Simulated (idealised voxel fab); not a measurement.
process module | voxel self aligned contacts
cross-section cut | 295 nm wide | cells 5 nm
A cross-section is a grid of square cells, given in bands from the top down. A band is one or more rows of cells.
Each band's line starts with the height of the band's top and of its bottom, in nm. Then come its materials from left to right, each with its width in nm. One material with "throughout" fills the band from edge to edge. "air" is empty space.
Height 0 is the level under which the wafer as received is all one material. The lowest band goes on downwards, as in "0 down".
A width such as "30 to 40" changes by the same amount from each row of cells to the next, from the band's top row to its bottom row.
"no change" after a step means that no cell of the cross-section changed.
closed voids: empty space of 8 cells or more with no open way to the top, each as width x height at its distance from the left edge, in nm
after a step's settings: what the simulator itself notes on the step
overlay nm, on a step with a mask: how far to the right of its planned place the mask lay; to the left if negative
plan
1 op RECEIVE | material Si
2 op CONFORMAL_DEP | material SiO2 | thk nm 5
3 op DIRECTIONAL_DEP | material polySi | thk nm 25
4 op DIRECTIONAL_DEP | material SiN | thk nm 20
5 op PATTERN | tone cover | mask id GATE | material resist | width nm 30 | pitch nm 75 | thk nm 15 | overlay nm 0
6 op DIRECTIONAL_ETCH | etch materials SiN | depth nm 20
7 op DIRECTIONAL_ETCH | etch materials polySi | depth nm 25
8 op STRIP | etch materials resist
9 op CONFORMAL_DEP | material SiN | thk nm 10
10 op DIRECTIONAL_ETCH | etch materials SiN | depth nm 10
11 op FILL_DEP | material SiO2 | thk nm 15
12 op CMP | height nm 55
13 op MASKED_ETCH | tone open | mask id CONTACT | width nm 55 | etch materials SiO2 | depth nm 55 | overlay nm 0
14 op CONFORMAL_DEP | material TiN | thk nm 5
15 op FILL_DEP | material Ru | thk nm 5
16 op CMP | height nm 55
17 op CONFORMAL_DEP | material SiN | thk nm 5
first wafer, as planned
as received, after step 1
  0 down: Si throughout
  closed voids: none
after step 2
  5 to 0: SiO2 throughout
  below 0: unchanged
after step 3
  30 to 5: polySi throughout
  below 5: unchanged
after step 4
  50 to 30: SiN throughout
  below 30: unchanged
after step 5
  65 to 50: air 95 | resist 30 | air 45 | resist 30 | air 95
  below 50: unchanged
after step 6
  65 to 50: air 95 | resist 30 | air 45 | resist 30 | air 95
  50 to 30: air 95 | SiN 30 | air 45 | SiN 30 | air 95
  below 30: unchanged
after step 7
  65 to 50: air 95 | resist 30 | air 45 | resist 30 | air 95
  50 to 30: air 95 | SiN 30 | air 45 | SiN 30 | air 95
  30 to 5: air 95 | polySi 30 | air 45 | polySi 30 | air 95
  below 5: unchanged
after step 8
  50 to 30: air 95 | SiN 30 | air 45 | SiN 30 | air 95
  below 30: unchanged
after step 9
  60 to 30: air 85 | SiN 50 | air 25 | SiN 50 | air 85
  30 to 15: air 85 | SiN 10 | polySi 30 | SiN 10 | air 25 | SiN 10 | polySi 30 | SiN 10 | air 85
  15 to 5: SiN 95 | polySi 30 | SiN 45 | polySi 30 | SiN 95
  below 5: unchanged
after step 10
  50 to 30: air 85 | SiN 50 | air 25 | SiN 50 | air 85
  30 to 5: air 85 | SiN 10 | polySi 30 | SiN 10 | air 25 | SiN 10 | polySi 30 | SiN 10 | air 85
  below 5: unchanged
after step 11
  65 to 50: SiO2 throughout
  50 to 30: SiO2 85 | SiN 50 | SiO2 25 | SiN 50 | SiO2 85
  30 to 5: SiO2 85 | SiN 10 | polySi 30 | SiN 10 | SiO2 25 | SiN 10 | polySi 30 | SiN 10 | SiO2 85
  below 5: unchanged
after step 12
  55 to 50: SiO2 throughout
  below 50: unchanged
after step 13
  55 to 50: SiO2 120 | air 55 | SiO2 120
  50 to 30: SiO2 85 | SiN 50 | air 25 | SiN 50 | SiO2 85
  30 to 5: SiO2 85 | SiN 10 | polySi 30 | SiN 10 | air 25 | SiN 10 | polySi 30 | SiN 10 | SiO2 85
  5 to 0: SiO2 135 | air 25 | SiO2 135
  below 0: unchanged
after step 14
  60 to 55: TiN 125 | air 45 | TiN 125
  55 to 50: SiO2 120 | TiN 20 | air 15 | TiN 20 | SiO2 120
  50 to 30: SiO2 85 | SiN 50 | TiN 5 | air 15 | TiN 5 | SiN 50 | SiO2 85
  30 to 5: SiO2 85 | SiN 10 | polySi 30 | SiN 10 | TiN 5 | air 15 | TiN 5 | SiN 10 | polySi 30 | SiN 10 | SiO2 85
  5 to 0: SiO2 135 | TiN 25 | SiO2 135
  below 0: unchanged
after step 15
  65 to 60: Ru throughout
  60 to 55: TiN 125 | Ru 45 | TiN 125
  55 to 50: SiO2 120 | TiN 20 | Ru 15 | TiN 20 | SiO2 120
  50 to 30: SiO2 85 | SiN 50 | TiN 5 | Ru 15 | TiN 5 | SiN 50 | SiO2 85
  30 to 5: SiO2 85 | SiN 10 | polySi 30 | SiN 10 | TiN 5 | Ru 15 | TiN 5 | SiN 10 | polySi 30 | SiN 10 | SiO2 85
  below 5: unchanged
after step 16
  55 to 50: SiO2 120 | TiN 20 | Ru 15 | TiN 20 | SiO2 120
  below 50: unchanged
after step 17
  60 to 55: SiN throughout
  below 55: unchanged
second wafer: like start, like plan, one mistake. Through step 4 it matches the first wafer
when step 5 should have ended
  65 to 50: resist 95 | air 30 | resist 45 | air 30 | resist 95
  below 50: unchanged
when step 6 should have ended
  65 to 50: resist 95 | air 30 | resist 45 | air 30 | resist 95
  50 to 30: SiN 95 | air 30 | SiN 45 | air 30 | SiN 95
  below 30: unchanged
when step 7 should have ended
  65 to 50: resist 95 | air 30 | resist 45 | air 30 | resist 95
  50 to 30: SiN 95 | air 30 | SiN 45 | air 30 | SiN 95
  30 to 5: polySi 95 | air 30 | polySi 45 | air 30 | polySi 95
  below 5: unchanged
when step 8 should have ended
  50 to 30: SiN 95 | air 30 | SiN 45 | air 30 | SiN 95
  below 30: unchanged
when step 9 should have ended
  60 to 30: SiN 105 | air 10 | SiN 65 | air 10 | SiN 105
  30 to 15: polySi 95 | SiN 10 | air 10 | SiN 10 | polySi 45 | SiN 10 | air 10 | SiN 10 | polySi 95
  15 to 5: polySi 95 | SiN 30 | polySi 45 | SiN 30 | polySi 95
  below 5: unchanged
when step 10 should have ended
  50 to 30: SiN 105 | air 10 | SiN 65 | air 10 | SiN 105
  30 to 5: polySi 95 | SiN 10 | air 10 | SiN 10 | polySi 45 | SiN 10 | air 10 | SiN 10 | polySi 95
  below 5: unchanged
when step 11 should have ended
  65 to 50: SiO2 throughout
  50 to 30: SiN 105 | SiO2 10 | SiN 65 | SiO2 10 | SiN 105
  30 to 5: polySi 95 | SiN 10 | SiO2 10 | SiN 10 | polySi 45 | SiN 10 | SiO2 10 | SiN 10 | polySi 95
  below 5: unchanged
when step 12 should have ended
  55 to 50: SiO2 throughout
  below 50: unchanged
when step 13 should have ended
  55 to 50: SiO2 120 | air 55 | SiO2 120
  below 50: unchanged
when step 14 should have ended
  60 to 55: TiN 125 | air 45 | TiN 125
  55 to 50: SiO2 120 | TiN 55 | SiO2 120
  below 50: unchanged
when step 15 should have ended
  65 to 60: Ru throughout
  60 to 55: TiN 125 | Ru 45 | TiN 125
  below 55: unchanged
when step 16 should have ended
  55 to 50: SiO2 120 | TiN 55 | SiO2 120
  below 50: unchanged
when step 17 should have ended
  60 to 55: SiN throughout
  below 55: unchanged
what went wrong: step 5 ran as: op PATTERN | tone open | mask id GATE | material resist | width nm 30 | pitch nm 75 | thk nm 15 | overlay nm 0
at the end the second wafer has, in cells: 30 fewer of Ru | 140 more of SiN | 265 fewer of SiO2 | 20 fewer of TiN | 175 more of polySi
